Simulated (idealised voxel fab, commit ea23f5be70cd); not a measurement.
process module | voxel air gaps
cross-section cut | 205 nm wide | cells 5 nm
A cross-section is a grid of square cells, given in bands from the top down. A band is one or more rows of cells.
Each band's line starts with the height of the band's top and of its bottom, in nm. Then come its materials from left to right, each with its width in nm. One material with "throughout" fills the band from edge to edge. "air" is empty space.
Height 0 is the level under which the wafer as received is all one material. The lowest band goes on downwards, as in "0 down".
A width such as "30 to 40" changes by the same amount from each row of cells to the next, from the band's top row to its bottom row.
"no change" after a step means that no cell of the cross-section changed.
closed voids: empty space of 8 cells or more with no open way to the top, each as width x height at its distance from the left edge, in nm
after a step's settings: what the simulator itself notes on the step
overlay nm, on a step with a mask: how far to the right of its planned place the mask lay; to the left if negative
plan
1 op RECEIVE | material Si
2 op CONFORMAL_DEP | material SiO2 | thk nm 10
3 op CONFORMAL_DEP | material SiN | thk nm 5
4 op DIRECTIONAL_DEP | material SiO2 | thk nm 35
5 op PATTERN | tone open | mask id LINES | material resist | width nm 25 | pitch nm 55 | thk nm 20 | overlay nm 0
6 op DIRECTIONAL_ETCH | etch materials SiO2 | depth nm 35
7 op STRIP | etch materials resist
8 op CONFORMAL_DEP | material TiN | thk nm 5
9 op FILL_DEP | material Ru | thk nm 5
10 op CMP | height nm 50
11 op EPI | material Ru | thk nm 10
12 op SELECTIVE_ETCH | etch materials SiO2 | depth nm 45
13 op CONFORMAL_DEP | material SiCN | thk nm 5
as received, after step 1
  0 down: Si throughout
  closed voids: none
a wafer at the end: this start, this plan, one mistake
  75 to 70: air 10 | SiCN 185 | air 10
  70 to 50: air 10 | SiCN 5 | Ru 175 | SiCN 5 | air 10
  50 to 45: air 10 | SiCN 25 | TiN 5 | Ru 15 | TiN 5 | SiO2 30 | TiN 5 | Ru 15 | TiN 5 | SiO2 30 | TiN 5 | Ru 15 | TiN 5 | SiCN 25 | air 10
  45 to 20: air 30 | SiCN 5 | TiN 5 | Ru 15 | TiN 5 | SiO2 30 | TiN 5 | Ru 15 | TiN 5 | SiO2 30 | TiN 5 | Ru 15 | TiN 5 | SiCN 5 | air 30
  20 to 15: SiCN 35 | TiN 25 | SiO2 30 | TiN 25 | SiO2 30 | TiN 25 | SiCN 35
  15 to 10: SiN throughout
  10 to 0: SiO2 throughout
  0 down: Si throughout
  closed voids: none
what went wrong: step 11 was run twice
